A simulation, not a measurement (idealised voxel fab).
The following is a process module called voxel capacitor over wiring.
Section cut is 275 nm wide and gridded with 5 nm square cells.
Cross-section, as written here: a square-cell grid given band by band from the top down, where a band holds one or more rows of cells. It is stipulated that each band's entry specify, in nanometres, the height of the top of the band and then that of its bottom, followed by the materials of the band in left-to-right sequence, each together with its width in nanometres. A single material marked by the word "edge to edge" is understood to fill the band from edge to edge; the word "empty" is understood to denote empty space. Height is counted from the level 0, under which the received wafer is composed throughout of one material. The lowest of the bands is not closed at the bottom but continues downward, in the notation "0 -> down". Quick explanation for "30->40": the width changes in equal steps down the rows of cells, from the first number in the band's top row to the second number in its bottom row. "nothing changed" for a step: no cell of the cross-section changed in that step. For the entry "Enclosed void catalog", the listed items are empty spaces with no open way to the top whose size is 8 cells or more; each item follows the pattern width x height at distance, where distance is from the left edge and all three are in nm. Text after the settings on a step's line: the simulator's own remark on that step. overlay nm: for a step with a mask, the amount by which the mask lay right of where it was planned; a negative amount means left of it.

**Process steps foreseen in the plan**
1: op RECEIVE | material Si
2: op CONFORMAL_DEP | material SiO2 | thk nm 15
3: op DIRECTIONAL_DEP | material TiN | thk nm 5
4: op DIRECTIONAL_DEP | material W | thk nm 20
5: op MASKED_ETCH | tone cover | mask id METAL_1 | width nm 30 | pitch nm 90 | etch materials W | depth nm 20 | overlay nm 0
6: op MASKED_ETCH | tone cover | mask id METAL_1 | width nm 30 | pitch nm 90 | etch materials TiN | depth nm 5 | overlay nm 0
7: op CONFORMAL_DEP | material SiN | thk nm 5
8: op FILL_DEP | material lowk | thk nm 10
9: op CMP | height nm 40
10: op CONFORMAL_DEP | material SiCN | thk nm 5
11: op DIRECTIONAL_DEP | material lowk | thk nm 15
12: op MASKED_ETCH | tone open | mask id PLUG_1 | width nm 15 | etch materials lowk | depth nm 15 | overlay nm 0
13: op MASKED_ETCH | tone open | mask id PLUG_1 | width nm 15 | etch materials SiCN | depth nm 5 | overlay nm 0
14: op EPI | material Ru | thk nm 10
15: op EPI | material Ru | thk nm 10
16: op DIRECTIONAL_DEP | material TiN | thk nm 10
17: op DIRECTIONAL_DEP | material HfO2 | thk nm 5
18: op DIRECTIONAL_DEP | material TiN | thk nm 10
19: op MASKED_ETCH | tone cover | mask id UPPER_PLATE | width nm 65 | etch materials TiN | depth nm 10 | overlay nm 0
20: op MASKED_ETCH | tone cover | mask id UPPER_PLATE | width nm 65 | etch materials HfO2 | depth nm 5 | overlay nm 0
21: op PATTERN | tone cover | mask id LOWER_PLATE | material resist | width nm 75 | thk nm 20 | overlay nm 0
22: op DIRECTIONAL_ETCH | etch materials TiN | depth nm 10
23: op STRIP | etch materials resist
24: op FILL_DEP | material SiO2 | thk nm 15
25: op CMP | height nm 95
26: op DIRECTIONAL_DEP | material aC | thk nm 10
27: op PATTERN | tone open | mask id PLUG_2 | material resist | width nm 15 | thk nm 30 | overlay nm 0
28: op DIRECTIONAL_ETCH | etch materials aC | depth nm 10
29: op STRIP | etch materials resist
30: op DIRECTIONAL_ETCH | etch materials SiO2 | depth nm 10
31: op STRIP | etch materials aC
32: op CONFORMAL_DEP | material TiN | thk nm 5
33: op FILL_DEP | material Ru | thk nm 5
34: op CMP | height nm 95
35: op CONFORMAL_DEP | material SiN | thk nm 5

**What follows covers the first of two wafers; it ran as planned**

**Cross-section of the incoming wafer, state after step 1**
	0 -> down = Si edge to edge
	Enclosed void catalog: none

**State of the wafer after step 2, shown in cross-section**
	15 -> 0 = SiO2 edge to edge
	Unchanged below 0.

**State of the wafer after step 3, shown in cross-section**
	20 -> 15 = TiN edge to edge
	Unchanged below 15.

**State of the wafer after step 4, shown in cross-section**
	40 -> 20 = W edge to edge
	Unchanged below 20.

**State of the wafer after step 5, shown in cross-section**
	40 -> 20 = 75 empty | 30 W | 60 empty | 30 W | 80 empty
	Unchanged below 20.

**State of the wafer after step 6, shown in cross-section**
	40 -> 20 = 75 empty | 30 W | 60 empty | 30 W | 80 empty
	20 -> 15 = 75 empty | 30 TiN | 60 empty | 30 TiN | 80 empty
	Unchanged below 15.

**State of the wafer after step 7, shown in cross-section**
	45 -> 40 = 70 empty | 40 SiN | 50 empty | 40 SiN | 75 empty
	40 -> 20 = 70 empty | 5 SiN | 30 W | 5 SiN | 50 empty | 5 SiN | 30 W | 5 SiN | 75 empty
	20 -> 15 = 75 SiN | 30 TiN | 60 SiN | 30 TiN | 80 SiN
	Unchanged below 15.

**State of the wafer after step 8, shown in cross-section**
	55 -> 45 = lowk edge to edge
	45 -> 40 = 70 lowk | 40 SiN | 50 lowk | 40 SiN | 75 lowk
	40 -> 20 = 70 lowk | 5 SiN | 30 W | 5 SiN | 50 lowk | 5 SiN | 30 W | 5 SiN | 75 lowk
	Unchanged below 20.

**State of the wafer after step 9, shown in cross-section**
	40 -> 20 = 70 lowk | 5 SiN | 30 W | 5 SiN | 50 lowk | 5 SiN | 30 W | 5 SiN | 75 lowk
	Unchanged below 20.

**State of the wafer after step 10, shown in cross-section**
	45 -> 40 = SiCN edge to edge
	Unchanged below 40.

**State of the wafer after step 11, shown in cross-section**
	60 -> 45 = lowk edge to edge
	Unchanged below 45.

**State of the wafer after step 12, shown in cross-section**
	60 -> 45 = 90 lowk | 15 empty | 170 lowk
	Unchanged below 45.

**State of the wafer after step 13, shown in cross-section**
	60 -> 45 = 90 lowk | 15 empty | 170 lowk
	45 -> 40 = 90 SiCN | 15 empty | 170 SiCN
	Unchanged below 40.

**State of the wafer after step 14, shown in cross-section**
	60 -> 50 = 90 lowk | 15 empty | 170 lowk
	50 -> 45 = 90 lowk | 15 Ru | 170 lowk
	45 -> 40 = 90 SiCN | 15 Ru | 170 SiCN
	Unchanged below 40.

**State of the wafer after step 15, shown in cross-section**
	60 -> 45 = 90 lowk | 15 Ru | 170 lowk
	Unchanged below 45.

**State of the wafer after step 16, shown in cross-section**
	70 -> 60 = TiN edge to edge
	Unchanged below 60.

**State of the wafer after step 17, shown in cross-section**
	75 -> 70 = HfO2 edge to edge
	Unchanged below 70.

**State of the wafer after step 18, shown in cross-section**
	85 -> 75 = TiN edge to edge
	Unchanged below 75.

**State of the wafer after step 19, shown in cross-section**
	85 -> 75 = 90 empty | 65 TiN | 120 empty
	Unchanged below 75.

**State of the wafer after step 20, shown in cross-section**
	85 -> 75 = 90 empty | 65 TiN | 120 empty
	75 -> 70 = 90 empty | 65 HfO2 | 120 empty
	Unchanged below 70.

**State of the wafer after step 21, shown in cross-section**
	105 -> 85 = 85 empty | 75 resist | 115 empty
	85 -> 75 = 85 empty | 5 resist | 65 TiN | 5 resist | 115 empty
	75 -> 70 = 85 empty | 5 resist | 65 HfO2 | 5 resist | 115 empty
	Unchanged below 70.

**State of the wafer after step 22, shown in cross-section**
	105 -> 85 = 85 empty | 75 resist | 115 empty
	85 -> 75 = 85 empty | 5 resist | 65 TiN | 5 resist | 115 empty
	75 -> 70 = 85 empty | 5 resist | 65 HfO2 | 5 resist | 115 empty
	70 -> 60 = 85 empty | 75 TiN | 115 empty
	Unchanged below 60.

**State of the wafer after step 23, shown in cross-section**
	85 -> 75 = 90 empty | 65 TiN | 120 empty
	75 -> 70 = 90 empty | 65 HfO2 | 120 empty
	Unchanged below 70.

**State of the wafer after step 24, shown in cross-section**
	100 -> 85 = SiO2 edge to edge
	85 -> 75 = 90 SiO2 | 65 TiN | 120 SiO2
	75 -> 70 = 90 SiO2 | 65 HfO2 | 120 SiO2
	70 -> 60 = 85 SiO2 | 75 TiN | 115 SiO2
	Unchanged below 60.

**State of the wafer after step 25, shown in cross-section**
	95 -> 85 = SiO2 edge to edge
	Unchanged below 85.

**State of the wafer after step 26, shown in cross-section**
	105 -> 95 = aC edge to edge
	Unchanged below 95.

**State of the wafer after step 27, shown in cross-section**
	135 -> 105 = 100 resist | 15 empty | 160 resist
	Unchanged below 105.

**State of the wafer after step 28, shown in cross-section**
	125 -> 105 = 100 resist | 15 empty | 160 resist
	105 -> 95 = 100 aC | 15 empty | 160 aC
	Unchanged below 95.

**State of the wafer after step 29, shown in cross-section**
	105 -> 95 = 100 aC | 15 empty | 160 aC
	Unchanged below 95.

**State of the wafer after step 30, shown in cross-section**
	105 -> 95 = 100 aC | 15 empty | 160 aC
	95 -> 85 = 100 SiO2 | 15 empty | 160 SiO2
	Unchanged below 85.

**State of the wafer after step 31, shown in cross-section**
	95 -> 85 = 100 SiO2 | 15 empty | 160 SiO2
	Unchanged below 85.

**State of the wafer after step 32, shown in cross-section**
	100 -> 95 = 105 TiN | 5 empty | 165 TiN
	95 -> 90 = 100 SiO2 | 5 TiN | 5 empty | 5 TiN | 160 SiO2
	90 -> 85 = 100 SiO2 | 15 TiN | 160 SiO2
	Unchanged below 85.

**State of the wafer after step 33, shown in cross-section**
	105 -> 100 = Ru edge to edge
	100 -> 95 = 105 TiN | 5 Ru | 165 TiN
	95 -> 90 = 100 SiO2 | 5 TiN | 5 Ru | 5 TiN | 160 SiO2
	Unchanged below 90.

**State of the wafer after step 34, shown in cross-section**
	95 -> 90 = 100 SiO2 | 5 TiN | 5 Ru | 5 TiN | 160 SiO2
	Unchanged below 90.

**State of the wafer after step 35, shown in cross-section**
	100 -> 95 = SiN edge to edge
	Unchanged below 95.

**Wafer two of the pair: same origin, same plan, one error during the run; identical to wafer one up to and including step 1**

**Cross-section, second wafer, at the end time the plan gives for step 2**
	30 -> 0 = SiO2 edge to edge
	Unchanged below 0.

**Cross-section, second wafer, at the end time the plan gives for step 3**
	35 -> 30 = TiN edge to edge
	Unchanged below 30.

**Cross-section, second wafer, at the end time the plan gives for step 4**
	55 -> 35 = W edge to edge
	Unchanged below 35.

**Cross-section, second wafer, at the end time the plan gives for step 5**
	55 -> 35 = 75 empty | 30 W | 60 empty | 30 W | 80 empty
	Unchanged below 35.

**Cross-section, second wafer, at the end time the plan gives for step 6**
	55 -> 35 = 75 empty | 30 W | 60 empty | 30 W | 80 empty
	35 -> 30 = 75 empty | 30 TiN | 60 empty | 30 TiN | 80 empty
	Unchanged below 30.

**Cross-section, second wafer, at the end time the plan gives for step 7**
	60 -> 55 = 70 empty | 40 SiN | 50 empty | 40 SiN | 75 empty
	55 -> 35 = 70 empty | 5 SiN | 30 W | 5 SiN | 50 empty | 5 SiN | 30 W | 5 SiN | 75 empty
	35 -> 30 = 75 SiN | 30 TiN | 60 SiN | 30 TiN | 80 SiN
	Unchanged below 30.

**Cross-section, second wafer, at the end time the plan gives for step 8**
	70 -> 60 = lowk edge to edge
	60 -> 55 = 70 lowk | 40 SiN | 50 lowk | 40 SiN | 75 lowk
	55 -> 35 = 70 lowk | 5 SiN | 30 W | 5 SiN | 50 lowk | 5 SiN | 30 W | 5 SiN | 75 lowk
	Unchanged below 35.

**Cross-section, second wafer, at the end time the plan gives for step 9**
	40 -> 35 = 70 lowk | 5 SiN | 30 W | 5 SiN | 50 lowk | 5 SiN | 30 W | 5 SiN | 75 lowk
	Unchanged below 35.

**Cross-section, second wafer, at the end time the plan gives for step 10**
	45 -> 40 = SiCN edge to edge
	Unchanged below 40.

**Cross-section, second wafer, at the end time the plan gives for step 11**
	60 -> 45 = lowk edge to edge
	Unchanged below 45.

**Cross-section, second wafer, at the end time the plan gives for step 12**
	60 -> 45 = 90 lowk | 15 empty | 170 lowk
	Unchanged below 45.

**Cross-section, second wafer, at the end time the plan gives for step 13**
	60 -> 45 = 90 lowk | 15 empty | 170 lowk
	45 -> 40 = 90 SiCN | 15 empty | 170 SiCN
	Unchanged below 40.

**Cross-section, second wafer, at the end time the plan gives for step 14**
	60 -> 50 = 90 lowk | 15 empty | 170 lowk
	50 -> 45 = 90 lowk | 15 Ru | 170 lowk
	45 -> 40 = 90 SiCN | 15 Ru | 170 SiCN
	Unchanged below 40.

**Cross-section, second wafer, at the end time the plan gives for step 15**
	60 -> 45 = 90 lowk | 15 Ru | 170 lowk
	Unchanged below 45.

**Cross-section, second wafer, at the end time the plan gives for step 16**
	70 -> 60 = TiN edge to edge
	Unchanged below 60.

**Cross-section, second wafer, at the end time the plan gives for step 17**
	75 -> 70 = HfO2 edge to edge
	Unchanged below 70.

**Cross-section, second wafer, at the end time the plan gives for step 18**
	85 -> 75 = TiN edge to edge
	Unchanged below 75.

**Cross-section, second wafer, at the end time the plan gives for step 19**
	85 -> 75 = 90 empty | 65 TiN | 120 empty
	Unchanged below 75.

**Cross-section, second wafer, at the end time the plan gives for step 20**
	85 -> 75 = 90 empty | 65 TiN | 120 empty
	75 -> 70 = 90 empty | 65 HfO2 | 120 empty
	Unchanged below 70.

**Cross-section, second wafer, at the end time the plan gives for step 21**
	105 -> 85 = 85 empty | 75 resist | 115 empty
	85 -> 75 = 85 empty | 5 resist | 65 TiN | 5 resist | 115 empty
	75 -> 70 = 85 empty | 5 resist | 65 HfO2 | 5 resist | 115 empty
	Unchanged below 70.

**Cross-section, second wafer, at the end time the plan gives for step 22**
	105 -> 85 = 85 empty | 75 resist | 115 empty
	85 -> 75 = 85 empty | 5 resist | 65 TiN | 5 resist | 115 empty
	75 -> 70 = 85 empty | 5 resist | 65 HfO2 | 5 resist | 115 empty
	70 -> 60 = 85 empty | 75 TiN | 115 empty
	Unchanged below 60.

**Cross-section, second wafer, at the end time the plan gives for step 23**
	85 -> 75 = 90 empty | 65 TiN | 120 empty
	75 -> 70 = 90 empty | 65 HfO2 | 120 empty
	Unchanged below 70.

**Cross-section, second wafer, at the end time the plan gives for step 24**
	100 -> 85 = SiO2 edge to edge
	85 -> 75 = 90 SiO2 | 65 TiN | 120 SiO2
	75 -> 70 = 90 SiO2 | 65 HfO2 | 120 SiO2
	70 -> 60 = 85 SiO2 | 75 TiN | 115 SiO2
	Unchanged below 60.

**Cross-section, second wafer, at the end time the plan gives for step 25**
	95 -> 85 = SiO2 edge to edge
	Unchanged below 85.

**Cross-section, second wafer, at the end time the plan gives for step 26**
	105 -> 95 = aC edge to edge
	Unchanged below 95.

**Cross-section, second wafer, at the end time the plan gives for step 27**
	135 -> 105 = 100 resist | 15 empty | 160 resist
	Unchanged below 105.

**Cross-section, second wafer, at the end time the plan gives for step 28**
	125 -> 105 = 100 resist | 15 empty | 160 resist
	105 -> 95 = 100 aC | 15 empty | 160 aC
	Unchanged below 95.

**Cross-section, second wafer, at the end time the plan gives for step 29**
	105 -> 95 = 100 aC | 15 empty | 160 aC
	Unchanged below 95.

**Cross-section, second wafer, at the end time the plan gives for step 30**
	105 -> 95 = 100 aC | 15 empty | 160 aC
	95 -> 85 = 100 SiO2 | 15 empty | 160 SiO2
	Unchanged below 85.

**Cross-section, second wafer, at the end time the plan gives for step 31**
	95 -> 85 = 100 SiO2 | 15 empty | 160 SiO2
	Unchanged below 85.

**Cross-section, second wafer, at the end time the plan gives for step 32**
	100 -> 95 = 105 TiN | 5 empty | 165 TiN
	95 -> 90 = 100 SiO2 | 5 TiN | 5 empty | 5 TiN | 160 SiO2
	90 -> 85 = 100 SiO2 | 15 TiN | 160 SiO2
	Unchanged below 85.

**Cross-section, second wafer, at the end time the plan gives for step 33**
	105 -> 100 = Ru edge to edge
	100 -> 95 = 105 TiN | 5 Ru | 165 TiN
	95 -> 90 = 100 SiO2 | 5 TiN | 5 Ru | 5 TiN | 160 SiO2
	Unchanged below 90.

**Cross-section, second wafer, at the end time the plan gives for step 34**
	95 -> 90 = 100 SiO2 | 5 TiN | 5 Ru | 5 TiN | 160 SiO2
	Unchanged below 90.

**Cross-section, second wafer, at the end time the plan gives for step 35**
	100 -> 95 = SiN edge to edge
	Unchanged below 95.
Which mistake was made when the wafer was run? yeah, plan step 2 got run twice
Final tally in cells, some materials are higher or lower on the second wafer than on the first: SiN: 12 fewer | SiO2: 165 more | W: 36 fewer | lowk: 117 fewer
